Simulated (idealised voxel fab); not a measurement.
Module name: voxel gate over fins (process module)
Section shown: cut. Width: 155 nm. Cell size: 5 nm, square.
Cross-section format: a grid of square cells, given as bands from top to bottom; each band is one or more rows of cells.
Within each band entry, the heights of the top and of the bottom of the band appear first, in that order and in nm; the materials of the band then follow from left to right, each with its corresponding width in nm. The designation "everywhere" on a single material indicates that it fills the band from edge to edge; the designation "empty" indicates empty space.
Heights are measured from 0, the level below which the as-received wafer is all one material; the lowest band has no bottom and continues downward, written as in "top 0, no bottom".
When a width is written as two numbers, as in "30->40", the first number is the width in the top row of cells of the band and the second is the width in its bottom row, and the width changes by the same amount from each row to the next.
Given "remained unchanged" for a step, no cell of the cross-section differs between before and after that step.
"Tabulated closed voids": empty spaces of 8 cells or more with no open way to the top, each given as width x height at distance, distance from the left edge, all in nm.
Step line, after settings: the simulator's comment on this step.
The optional step-line setting "overlay nm" applies to steps with a mask and quantifies how far to the right of its planned location the mask lay, a negative value indicating leftward placement.

### Process steps - plan
1: RECEIVE: material Si
2: CONFORMAL_DEP: material SiN, thk nm 10
3: DIRECTIONAL_DEP: material aC, thk nm 15
4: PATTERN: tone cover, mask id FINS, material resist, width nm 15, pitch nm 50, thk nm 35, overlay nm 0
5: DIRECTIONAL_ETCH: etch materials aC, depth nm 15
6: STRIP: etch materials resist
7: DIRECTIONAL_ETCH: etch materials SiN, depth nm 10
8: DIRECTIONAL_ETCH: etch materials Si, depth nm 35
9: STRIP: etch materials aC
10: FILL_DEP: material SiO2, thk nm 5
11: CMP: height nm 10
12: DIRECTIONAL_DEP: material aC, thk nm 10
13: PATTERN: tone open, mask id RAIL, material resist, width nm 15, thk nm 30, overlay nm 0
14: DIRECTIONAL_ETCH: etch materials aC, depth nm 10
15: STRIP: etch materials resist
16: DIRECTIONAL_ETCH: etch materials SiO2, depth nm 40
17: STRIP: etch materials aC
18: CONFORMAL_DEP: material TiN, thk nm 5
19: FILL_DEP: material W, thk nm 5
20: CMP: height nm 10
21: SELECTIVE_ETCH: etch materials W Ru TiN, depth nm 25
22: FILL_DEP: material SiO2, thk nm 5
23: CMP: height nm 10
24: SELECTIVE_ETCH: etch materials SiO2, depth nm 20
25: STRIP: etch materials SiN
26: CONFORMAL_DEP: material HfO2, thk nm 5
27: CONFORMAL_DEP: material TiN, thk nm 5
28: FILL_DEP: material W, thk nm 15
29: CMP: height nm 20
30: CONFORMAL_DEP: material SiN, thk nm 10

### First out of two wafers; run went to plan

### Wafer as received: cross-section following step 1
	top 0, no bottom | Si everywhere
	Tabulated closed voids: none

### Sectional view: wafer, after step 2
	top 10, bottom 0 | SiN everywhere
	Everything under 0 stays put, no change at all.

### Sectional view: wafer, after step 3
	top 25, bottom 10 | aC everywhere
	Everything under 10 stays put, no change at all.

### Sectional view: wafer, after step 4
	top 60, bottom 25 | 20 of empty  15 of resist  35 of empty  15 of resist  35 of empty  15 of resist  20 of empty
	Everything under 25 stays put, no change at all.

### Sectional view: wafer, after step 5
	top 45, bottom 25 | 20 of empty  15 of resist  35 of empty  15 of resist  35 of empty  15 of resist  20 of empty
	top 25, bottom 10 | 20 of empty  15 of aC  35 of empty  15 of aC  35 of empty  15 of aC  20 of empty
	Everything under 10 stays put, no change at all.

### Sectional view: wafer, after step 6
	top 25, bottom 10 | 20 of empty  15 of aC  35 of empty  15 of aC  35 of empty  15 of aC  20 of empty
	Everything under 10 stays put, no change at all.

### Sectional view: wafer, after step 7
	top 25, bottom 10 | 20 of empty  15 of aC  35 of empty  15 of aC  35 of empty  15 of aC  20 of empty
	top 10, bottom 0 | 20 of empty  15 of SiN  35 of empty  15 of SiN  35 of empty  15 of SiN  20 of empty
	Everything under 0 stays put, no change at all.

### Sectional view: wafer, after step 8
	top 25, bottom 10 | 20 of empty  15 of aC  35 of empty  15 of aC  35 of empty  15 of aC  20 of empty
	top 10, bottom 0 | 20 of empty  15 of SiN  35 of empty  15 of SiN  35 of empty  15 of SiN  20 of empty
	top 0, bottom -35 | 20 of empty  15 of Si  35 of empty  15 of Si  35 of empty  15 of Si  20 of empty
	Everything under -35 stays put, no change at all.

### Sectional view: wafer, after step 9
	top 10, bottom 0 | 20 of empty  15 of SiN  35 of empty  15 of SiN  35 of empty  15 of SiN  20 of empty
	Everything under 0 stays put, no change at all.

### Sectional view: wafer, after step 10
	top 15, bottom 10 | SiO2 everywhere
	top 10, bottom 0 | 20 of SiO2  15 of SiN  35 of SiO2  15 of SiN  35 of SiO2  15 of SiN  20 of SiO2
	top 0, bottom -35 | 20 of SiO2  15 of Si  35 of SiO2  15 of Si  35 of SiO2  15 of Si  20 of SiO2
	Everything under -35 stays put, no change at all.

### Sectional view: wafer, after step 11
	top 10, bottom 0 | 20 of SiO2  15 of SiN  35 of SiO2  15 of SiN  35 of SiO2  15 of SiN  20 of SiO2
	Everything under 0 stays put, no change at all.

### Sectional view: wafer, after step 12
	top 20, bottom 10 | aC everywhere
	Everything under 10 stays put, no change at all.

### Sectional view: wafer, after step 13
	top 50, bottom 20 | 45 of resist  15 of empty  95 of resist
	Everything under 20 stays put, no change at all.

### Sectional view: wafer, after step 14
	top 40, bottom 20 | 45 of resist  15 of empty  95 of resist
	top 20, bottom 10 | 45 of aC  15 of empty  95 of aC
	Everything under 10 stays put, no change at all.

### Sectional view: wafer, after step 15
	top 20, bottom 10 | 45 of aC  15 of empty  95 of aC
	Everything under 10 stays put, no change at all.

### Sectional view: wafer, after step 16
	top 20, bottom 10 | 45 of aC  15 of empty  95 of aC
	top 10, bottom 0 | 20 of SiO2  15 of SiN  10 of SiO2  15 of empty  10 of SiO2  15 of SiN  35 of SiO2  15 of SiN  20 of SiO2
	top 0, bottom -30 | 20 of SiO2  15 of Si  10 of SiO2  15 of empty  10 of SiO2  15 of Si  35 of SiO2  15 of Si  20 of SiO2
	Everything under -30 stays put, no change at all.

### Sectional view: wafer, after step 17
	top 10, bottom 0 | 20 of SiO2  15 of SiN  10 of SiO2  15 of empty  10 of SiO2  15 of SiN  35 of SiO2  15 of SiN  20 of SiO2
	Everything under 0 stays put, no change at all.

### Sectional view: wafer, after step 18
	top 15, bottom 10 | 50 of TiN  5 of empty  100 of TiN
	top 10, bottom 0 | 20 of SiO2  15 of SiN  10 of SiO2  5 of TiN  5 of empty  5 of TiN  10 of SiO2  15 of SiN  35 of SiO2  15 of SiN  20 of SiO2
	top 0, bottom -25 | 20 of SiO2  15 of Si  10 of SiO2  5 of TiN  5 of empty  5 of TiN  10 of SiO2  15 of Si  35 of SiO2  15 of Si  20 of SiO2
	top -25, bottom -30 | 20 of SiO2  15 of Si  10 of SiO2  15 of TiN  10 of SiO2  15 of Si  35 of SiO2  15 of Si  20 of SiO2
	Everything under -30 stays put, no change at all.

### Sectional view: wafer, after step 19
	top 20, bottom 15 | W everywhere
	top 15, bottom 10 | 50 of TiN  5 of W  100 of TiN
	top 10, bottom 0 | 20 of SiO2  15 of SiN  10 of SiO2  5 of TiN  5 of W  5 of TiN  10 of SiO2  15 of SiN  35 of SiO2  15 of SiN  20 of SiO2
	top 0, bottom -25 | 20 of SiO2  15 of Si  10 of SiO2  5 of TiN  5 of W  5 of TiN  10 of SiO2  15 of Si  35 of SiO2  15 of Si  20 of SiO2
	Everything under -25 stays put, no change at all.

### Sectional view: wafer, after step 20
	top 10, bottom 0 | 20 of SiO2  15 of SiN  10 of SiO2  5 of TiN  5 of W  5 of TiN  10 of SiO2  15 of SiN  35 of SiO2  15 of SiN  20 of SiO2
	Everything under 0 stays put, no change at all.

### Sectional view: wafer, after step 21
	top 10, bottom 0 | 20 of SiO2  15 of SiN  10 of SiO2  15 of empty  10 of SiO2  15 of SiN  35 of SiO2  15 of SiN  20 of SiO2
	top 0, bottom -15 | 20 of SiO2  15 of Si  10 of SiO2  15 of empty  10 of SiO2  15 of Si  35 of SiO2  15 of Si  20 of SiO2
	Everything under -15 stays put, no change at all.

### Sectional view: wafer, after step 22
	top 15, bottom 10 | SiO2 everywhere
	top 10, bottom 0 | 20 of SiO2  15 of SiN  35 of SiO2  15 of SiN  35 of SiO2  15 of SiN  20 of SiO2
	top 0, bottom -15 | 20 of SiO2  15 of Si  35 of SiO2  15 of Si  35 of SiO2  15 of Si  20 of SiO2
	Everything under -15 stays put, no change at all.

### Sectional view: wafer, after step 23
	top 10, bottom 0 | 20 of SiO2  15 of SiN  35 of SiO2  15 of SiN  35 of SiO2  15 of SiN  20 of SiO2
	Everything under 0 stays put, no change at all.

### Sectional view: wafer, after step 24
	top 10, bottom 0 | 20 of empty  15 of SiN  35 of empty  15 of SiN  35 of empty  15 of SiN  20 of empty
	top 0, bottom -10 | 20 of empty  15 of Si  35 of empty  15 of Si  35 of empty  15 of Si  20 of empty
	Everything under -10 stays put, no change at all.

### Sectional view: wafer, after step 25
	top 0, bottom -10 | 20 of empty  15 of Si  35 of empty  15 of Si  35 of empty  15 of Si  20 of empty
	Everything under -10 stays put, no change at all.

### Sectional view: wafer, after step 26
	top 5, bottom 0 | 15 of empty  25 of HfO2  25 of empty  25 of HfO2  25 of empty  25 of HfO2  15 of empty
	top 0, bottom -5 | 15 of empty  5 of HfO2  15 of Si  5 of HfO2  25 of empty  5 of HfO2  15 of Si  5 of HfO2  25 of empty  5 of HfO2  15 of Si  5 of HfO2  15 of empty
	top -5, bottom -10 | 20 of HfO2  15 of Si  35 of HfO2  15 of Si  35 of HfO2  15 of Si  20 of HfO2
	Everything under -10 stays put, no change at all.

### Sectional view: wafer, after step 27
	top 10, bottom 5 | 10 of empty  35 of TiN  15 of empty  35 of TiN  15 of empty  35 of TiN  10 of empty
	top 5, bottom 0 | 10 of empty  5 of TiN  25 of HfO2  5 of TiN  15 of empty  5 of TiN  25 of HfO2  5 of TiN  15 of empty  5 of TiN  25 of HfO2  5 of TiN  10 of empty
	top 0, bottom -5 | 15 of TiN  5 of HfO2  15 of Si  5 of HfO2  25 of TiN  5 of HfO2  15 of Si  5 of HfO2  25 of TiN  5 of HfO2  15 of Si  5 of HfO2  15 of TiN
	Everything under -5 stays put, no change at all.

### Sectional view: wafer, after step 28
	top 25, bottom 10 | W everywhere
	top 10, bottom 5 | 10 of W  35 of TiN  15 of W  35 of TiN  15 of W  35 of TiN  10 of W
	top 5, bottom 0 | 10 of W  5 of TiN  25 of HfO2  5 of TiN  15 of W  5 of TiN  25 of HfO2  5 of TiN  15 of W  5 of TiN  25 of HfO2  5 of TiN  10 of W
	Everything under 0 stays put, no change at all.

### Sectional view: wafer, after step 29
	top 20, bottom 10 | W everywhere
	Everything under 10 stays put, no change at all.

### Sectional view: wafer, after step 30
	top 30, bottom 20 | SiN everywhere
	Everything under 20 stays put, no change at all.

### The second wafer was prepared from the same starting point and under the same plan as the first; its processing contained one mistake, and it remains indistinguishable from the first wafer up to and including step 21

### Second wafer, sectioned view, at step 22's planned end time
	top 15, bottom 10 | Ru everywhere
	top 10, bottom 0 | 20 of SiO2  15 of SiN  10 of SiO2  15 of Ru  10 of SiO2  15 of SiN  35 of SiO2  15 of SiN  20 of SiO2
	top 0, bottom -15 | 20 of SiO2  15 of Si  10 of SiO2  15 of Ru  10 of SiO2  15 of Si  35 of SiO2  15 of Si  20 of SiO2
	Everything under -15 stays put, no change at all.

### Second wafer, sectioned view, at step 23's planned end time
	top 10, bottom 0 | 20 of SiO2  15 of SiN  10 of SiO2  15 of Ru  10 of SiO2  15 of SiN  35 of SiO2  15 of SiN  20 of SiO2
	Everything under 0 stays put, no change at all.

### Second wafer, sectioned view, at step 24's planned end time
	top 10, bottom 0 | 20 of empty  15 of SiN  10 of empty  15 of Ru  10 of empty  15 of SiN  35 of empty  15 of SiN  20 of empty
	top 0, bottom -10 | 20 of empty  15 of Si  10 of empty  15 of Ru  10 of empty  15 of Si  35 of empty  15 of Si  20 of empty
	Everything under -10 stays put, no change at all.

### Second wafer, sectioned view, at step 25's planned end time
	top 10, bottom 0 | 45 of empty  15 of Ru  95 of empty
	Everything under 0 stays put, no change at all.

### Second wafer, sectioned view, at step 26's planned end time
	top 15, bottom 10 | 40 of empty  25 of HfO2  90 of empty
	top 10, bottom 5 | 40 of empty  5 of HfO2  15 of Ru  5 of HfO2  90 of empty
	top 5, bottom 0 | 15 of empty  30 of HfO2  15 of Ru  30 of HfO2  25 of empty  25 of HfO2  15 of empty
	top 0, bottom -5 | 15 of empty  5 of HfO2  15 of Si  10 of HfO2  15 of Ru  10 of HfO2  15 of Si  5 of HfO2  25 of empty  5 of HfO2  15 of Si  5 of HfO2  15 of empty
	top -5, bottom -10 | 20 of HfO2  15 of Si  10 of HfO2  15 of Ru  10 of HfO2  15 of Si  35 of HfO2  15 of Si  20 of HfO2
	Everything under -10 stays put, no change at all.

### Second wafer, sectioned view, at step 27's planned end time
	top 20, bottom 15 | 35 of empty  35 of TiN  85 of empty
	top 15, bottom 10 | 35 of empty  5 of TiN  25 of HfO2  5 of TiN  85 of empty
	top 10, bottom 5 | 10 of empty  30 of TiN  5 of HfO2  15 of Ru  5 of HfO2  30 of TiN  15 of empty  35 of TiN  10 of empty
	top 5, bottom 0 | 10 of empty  5 of TiN  30 of HfO2  15 of Ru  30 of HfO2  5 of TiN  15 of empty  5 of TiN  25 of HfO2  5 of TiN  10 of empty
	top 0, bottom -5 | 15 of TiN  5 of HfO2  15 of Si  10 of HfO2  15 of Ru  10 of HfO2  15 of Si  5 of HfO2  25 of TiN  5 of HfO2  15 of Si  5 of HfO2  15 of TiN
	Everything under -5 stays put, no change at all.

### Second wafer, sectioned view, at step 28's planned end time
	top 35, bottom 20 | W everywhere
	top 20, bottom 15 | 35 of W  35 of TiN  85 of W
	top 15, bottom 10 | 35 of W  5 of TiN  25 of HfO2  5 of TiN  85 of W
	top 10, bottom 5 | 10 of W  30 of TiN  5 of HfO2  15 of Ru  5 of HfO2  30 of TiN  15 of W  35 of TiN  10 of W
	top 5, bottom 0 | 10 of W  5 of TiN  30 of HfO2  15 of Ru  30 of HfO2  5 of TiN  15 of W  5 of TiN  25 of HfO2  5 of TiN  10 of W
	Everything under 0 stays put, no change at all.

### Second wafer, sectioned view, at step 29's planned end time
	top 20, bottom 15 | 35 of W  35 of TiN  85 of W
	Everything under 15 stays put, no change at all.

### Second wafer, sectioned view, at step 30's planned end time
	top 30, bottom 20 | SiN everywhere
	Everything under 20 stays put, no change at all.
Finding, execution versus plan: heads up, step 22 didn't go per plan, it actually ran as FILL_DEP: material Ru, thk nm 5
The final cell counts differ between the wafers, with the second having more or fewer of some materials than the first: HfO2 +8 | Ru +15 | SiO2 -3 | W -20
